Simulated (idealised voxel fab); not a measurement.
process module | voxel lift off
cross-section cut | 295 nm wide | cells 5 nm
A cross-section is a grid of square cells, given in bands from the top down. A band is one or more rows of cells.
Each band's line starts with the height of the band's top and of its bottom, in nm. Then come its materials from left to right, each with its width in nm. One material with "throughout" fills the band from edge to edge. "air" is empty space.
Height 0 is the level under which the wafer as received is all one material. The lowest band goes on downwards, as in "0 down".
A width such as "30 to 40" changes by the same amount from each row of cells to the next, from the band's top row to its bottom row.
"no change" after a step means that no cell of the cross-section changed.
closed voids: empty space of 8 cells or more with no open way to the top, each as width x height at its distance from the left edge, in nm
after a step's settings: what the simulator itself notes on the step
overlay nm, on a step with a mask: how far to the right of its planned place the mask lay; to the left if negative
plan
1 op RECEIVE | material Si
2 op CONFORMAL_DEP | material SiN | thk nm 10
3 op PATTERN | tone open | mask id LINES | material resist | width nm 20 | pitch nm 40 | thk nm 25 | overlay nm 0
4 op DIRECTIONAL_DEP | material Ru | thk nm 15
5 op STRIP | etch materials resist
6 op CONFORMAL_DEP | material SiN | thk nm 5
varied across the wafers: thk nm of step 6. The plan shows the first wafer's value. All wafers start alike
first wafer as received, after step 1
  0 down: Si throughout
  closed voids: none
first wafer at the end, after step 6
  30 to 25: air 110 | SiN 30 | air 10 | SiN 30 | air 115
  25 to 15: air 110 | SiN 5 | Ru 20 | SiN 5 | air 10 | SiN 5 | Ru 20 | SiN 5 | air 115
  15 to 10: SiN 115 | Ru 20 | SiN 20 | Ru 20 | SiN 120
  10 to 0: SiN throughout
  0 down: Si throughout
  closed voids: none
last wafer at the end
  50 to 35: air 90 | SiN 110 | air 95
  35 to 25: SiN throughout
  25 to 10: SiN 115 | Ru 20 | SiN 20 | Ru 20 | SiN 120
  10 to 0: SiN throughout
  0 down: Si throughout
  closed voids: none
each wafer at the end: cells of each material gained (+) or lost (-) since it was received, then its closed voids
thk nm 5 | +24 Ru | +189 SiN | closed voids: none
thk nm 10 | +24 Ru | +260 SiN | closed voids: none
thk nm 15 | +24 Ru | +325 SiN | closed voids: none
thk nm 20 | +24 Ru | +390 SiN | closed voids: none
thk nm 25 | +24 Ru | +455 SiN | closed voids: none
